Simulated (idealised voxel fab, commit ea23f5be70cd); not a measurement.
process module | voxel transistor to metal
cross-section cut | 180 nm wide | cells 5 nm
A cross-section is a grid of square cells, given in bands from the top down. A band is one or more rows of cells.
Each band's line starts with the height of the band's top and of its bottom, in nm. Then come its materials from left to right, each with its width in nm. One material with "throughout" fills the band from edge to edge. "air" is empty space.
Height 0 is the level under which the wafer as received is all one material. The lowest band goes on downwards, as in "0 down".
A width such as "30 to 40" changes by the same amount from each row of cells to the next, from the band's top row to its bottom row.
"no change" after a step means that no cell of the cross-section changed.
closed voids: empty space of 8 cells or more with no open way to the top, each as width x height at its distance from the left edge, in nm
after a step's settings: what the simulator itself notes on the step
overlay nm, on a step with a mask: how far to the right of its planned place the mask lay; to the left if negative
plan
1 op RECEIVE | material Si
2 op CONFORMAL_DEP | material SiO2 | thk nm 5
3 op CONFORMAL_DEP | material SiN | thk nm 10
4 op MASKED_ETCH | tone cover | mask id ACTIVE | width nm 95 | etch materials SiN | depth nm 10 | overlay nm 0
5 op MASKED_ETCH | tone cover | mask id ACTIVE | width nm 95 | etch materials SiO2 | depth nm 5 | overlay nm 0
6 op MASKED_ETCH | tone cover | mask id ACTIVE | width nm 95 | etch materials Si | depth nm 35 | overlay nm 0
7 op OXIDIZE | depth nm 5
8 op FILL_DEP | material SiO2 | thk nm 10
9 op CMP | height nm 15
10 op SELECTIVE_ETCH | etch materials SiO2 | depth nm 10
11 op STRIP | etch materials SiN
12 op SELECTIVE_ETCH | etch materials SiO2 | depth nm 5
13 op OXIDIZE | depth nm 5
14 op DIRECTIONAL_DEP | material polySi | thk nm 30
15 op DIRECTIONAL_DEP | material SiCN | thk nm 15
16 op PATTERN | tone cover | mask id GATE | material resist | width nm 25 | thk nm 15 | overlay nm 0
17 op DIRECTIONAL_ETCH | etch materials SiCN | depth nm 25
18 op DIRECTIONAL_ETCH | etch materials polySi | depth nm 40
19 op STRIP | etch materials resist
20 op CONFORMAL_DEP | material SiN | thk nm 5
21 op DIRECTIONAL_ETCH | etch materials SiN | depth nm 5
22 op DIRECTIONAL_ETCH | etch materials SiO2 | depth nm 5
23 op EPI | material SiGe | thk nm 5
24 op FILL_DEP | material SiO2 | thk nm 5
25 op CMP | height nm 30
26 op STRIP | etch materials polySi
27 op SELECTIVE_ETCH | etch materials SiO2 | depth nm 5
28 op CONFORMAL_DEP | material HfO2 | thk nm 5
29 op CONFORMAL_DEP | material TiN | thk nm 5
30 op FILL_DEP | material W | thk nm 10
31 op CMP | height nm 25
32 op DIRECTIONAL_DEP | material SiO2 | thk nm 15
33 op PATTERN | tone open | mask id CONTACT | material resist | width nm 15 | pitch nm 70 | thk nm 15 | overlay nm 0
34 op DIRECTIONAL_ETCH | etch materials SiO2 | depth nm 40
35 op STRIP | etch materials resist
36 op CONFORMAL_DEP | material TiN | thk nm 5
37 op FILL_DEP | material Ru | thk nm 10
38 op CMP | height nm 40
39 op CONFORMAL_DEP | material SiN | thk nm 5
40 op DIRECTIONAL_DEP | material SiO2 | thk nm 25
41 op PATTERN | tone open | mask id METAL_1 | material resist | width nm 15 | pitch nm 70 | thk nm 15 | overlay nm 0
42 op DIRECTIONAL_ETCH | etch materials SiO2 | depth nm 25
43 op DIRECTIONAL_ETCH | etch materials SiN | depth nm 5
44 op STRIP | etch materials resist
45 op CONFORMAL_DEP | material TiN | thk nm 5
46 op FILL_DEP | material Cu | thk nm 10
47 op CMP | height nm 70
48 op CONFORMAL_DEP | material SiCN | thk nm 5
49 op DIRECTIONAL_DEP | material SiO2 | thk nm 30
50 op DIRECTIONAL_DEP | material aC | thk nm 10
51 op PATTERN | tone open | mask id METAL_2 | material resist | width nm 15 | pitch nm 70 | thk nm 25 | overlay nm 0
52 op DIRECTIONAL_ETCH | etch materials aC | depth nm 10
53 op STRIP | etch materials resist
54 op DIRECTIONAL_ETCH | etch materials SiO2 | depth nm 15
55 op STRIP | etch materials aC
56 op DIRECTIONAL_DEP | material aC | thk nm 15
57 op PATTERN | tone open | mask id METAL_2_HOLES | material resist | width nm 15 | pitch nm 70 | thk nm 30 | overlay nm 0
58 op DIRECTIONAL_ETCH | etch materials aC | depth nm 15
59 op STRIP | etch materials resist
60 op DIRECTIONAL_ETCH | etch materials SiO2 | depth nm 15
61 op DIRECTIONAL_ETCH | etch materials SiCN | depth nm 5
62 op STRIP | etch materials aC
63 op CONFORMAL_DEP | material TiN | thk nm 5
64 op FILL_DEP | material Cu | thk nm 10
65 op CMP | height nm 105
66 op CONFORMAL_DEP | material SiCN | thk nm 5
as received, after step 1
  0 down: Si throughout
  closed voids: none
first wafer at the end, as planned
  110 to 105: SiCN throughout
  105 to 75: SiO2 45 | TiN 5 | Cu 5 | TiN 5 | SiO2 55 | TiN 5 | Cu 5 | TiN 5 | SiO2 50
  75 to 70: SiCN 45 | TiN 15 | SiCN 55 | TiN 15 | SiCN 50
  70 to 45: SiO2 45 | TiN 5 | Cu 5 | TiN 5 | SiO2 55 | TiN 5 | Cu 5 | TiN 5 | SiO2 50
  45 to 40: SiN 45 | TiN 15 | SiN 55 | TiN 15 | SiN 50
  40 to 25: SiO2 45 | TiN 5 | Ru 5 | TiN 5 | SiO2 55 | TiN 5 | Ru 5 | TiN 5 | SiO2 50
  25 to 5: SiO2 45 | TiN 5 | Ru 5 | TiN 5 | SiO2 10 | SiN 5 | HfO2 5 | TiN 5 | W 5 | TiN 5 | HfO2 5 | SiN 5 | SiO2 10 | TiN 5 | Ru 5 | TiN 5 | SiO2 50
  5 to 0: SiO2 45 | TiN 15 | SiO2 10 | SiN 5 | HfO2 5 | TiN 15 | HfO2 5 | SiN 5 | SiO2 10 | TiN 15 | SiO2 50
  0 to -5: SiO2 40 | SiGe 30 | HfO2 35 | SiGe 30 | SiO2 45
  -5 to -40: SiO2 45 | Si 85 | SiO2 50
  -40 down: Si throughout
  closed voids: none
second wafer at the end: like start, like plan, one mistake
  110 to 105: SiCN throughout
  105 to 75: SiO2 45 | TiN 5 | Cu 5 | TiN 5 | SiO2 55 | TiN 5 | Cu 5 | TiN 5 | SiO2 50
  75 to 70: SiCN 45 | TiN 15 | SiCN 55 | TiN 15 | SiCN 50
  70 to 65: TiN 50 | Cu 5 | TiN 65 | Cu 5 | TiN 55
  65 to 45: SiO2 45 | TiN 5 | Cu 5 | TiN 5 | SiO2 55 | TiN 5 | Cu 5 | TiN 5 | SiO2 50
  45 to 40: SiN 45 | TiN 15 | SiN 55 | TiN 15 | SiN 50
  40 to 25: SiO2 45 | TiN 5 | Ru 5 | TiN 5 | SiO2 55 | TiN 5 | Ru 5 | TiN 5 | SiO2 50
  25 to 5: SiO2 45 | TiN 5 | Ru 5 | TiN 5 | SiO2 10 | SiN 5 | HfO2 5 | TiN 5 | W 5 | TiN 5 | HfO2 5 | SiN 5 | SiO2 10 | TiN 5 | Ru 5 | TiN 5 | SiO2 50
  5 to 0: SiO2 45 | TiN 15 | SiO2 10 | SiN 5 | HfO2 5 | TiN 15 | HfO2 5 | SiN 5 | SiO2 10 | TiN 15 | SiO2 50
  0 to -5: SiO2 40 | SiGe 30 | HfO2 35 | SiGe 30 | SiO2 45
  -5 to -40: SiO2 45 | Si 85 | SiO2 50
  -40 down: Si throughout
  closed voids: none
what went wrong: step 40 ran as: op DIRECTIONAL_DEP | material SiO2 | thk nm 20
at the end the second wafer has, in cells: 30 fewer of SiO2 | 30 more of TiN
